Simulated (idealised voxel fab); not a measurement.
The document below concerns the process module designated voxel ribs on slabs.
Section cut is 165 nm wide and gridded with 5 nm square cells.
In this document a cross-section is written as a grid of square cells. It is given as a series of bands, listed from the top down, and a band is one or more rows of cells. Read a band's entry like this: the first values are the height of its top and the height of its bottom in nm, and what follows is the sequence of materials from left to right, each with its width in nm. Note that "empty" is empty space, and that a single material marked "all across" reaches across the band from edge to edge. Ref level 0: as-received wafer is one material below here. Bottom band extends down with no lower bound ("0 down"). A two-number width, for instance "30..40", indicates that the width is equal to the first number in the top row of the band and to the second number in the bottom row, and that it changes by a constant amount per row of cells. "left unchanged", as given for a step, is the statement that not any cell of the cross-section underwent a change during that step. The entry titled "Enclosed void list" provides the empty spaces that have no open way to the top, restricted to those of 8 cells or more. Each is presented as width x height at distance, the distance being measured from the left edge, with all three in nm. The remark found on a step's line after its settings is issued by the simulator itself and pertains to that step. On any step carrying a mask, the "overlay nm" setting, if present on the step's line, tells how far right of its planned place the mask lay; negative values point to the left.
Intended process steps
1: RECEIVE: material Si
2: DIRECTIONAL_DEP: material SiO2, thk nm 20
3: DIRECTIONAL_DEP: material SiN, thk nm 15
4: PATTERN: tone cover, mask id RIB, material resist, width nm 15, thk nm 20, overlay nm 0
5: DIRECTIONAL_ETCH: etch materials SiN, depth nm 5
6: STRIP: etch materials resist
7: MASKED_ETCH: tone cover, mask id SLAB, width nm 55, etch materials SiN, depth nm 10, overlay nm 0
8: FILL_DEP: material SiO2, thk nm 25
9: CMP: height nm 55
10: DIRECTIONAL_DEP: material TiN, thk nm 10
11: DIRECTIONAL_DEP: material aC, thk nm 10
12: PATTERN: tone cover, mask id HEATER, material resist, width nm 25, thk nm 30, overlay nm 0
13: DIRECTIONAL_ETCH: etch materials aC, depth nm 10
14: STRIP: etch materials resist
15: DIRECTIONAL_ETCH: etch materials TiN, depth nm 10
16: STRIP: etch materials aC
17: CONFORMAL_DEP: material SiO2, thk nm 10
Cross-section of the wafer as it came to us, i.e., already through step 1
0 down | Si all across
Enclosed void list: none
Cross-section, end of module. Start: as above. Plan: as above. Execution: one mistake
75 to 65 | empty 55 nm | SiO2 55 nm | empty 55 nm
65 to 55 | SiO2 65 nm | TiN 35 nm | SiO2 65 nm
55 to 35 | SiO2 all across
35 to 30 | SiO2 75 nm | SiN 15 nm | SiO2 75 nm
30 to 20 | SiO2 55 nm | SiN 55 nm | SiO2 55 nm
20 to 0 | SiO2 all across
0 down | Si all across
Enclosed void list: none
The plan and the run diverged here: step 12: run off-plan, actual operation and settings PATTERN: tone cover, mask id HEATER, material resist, width nm 35, thk nm 30, overlay nm 0
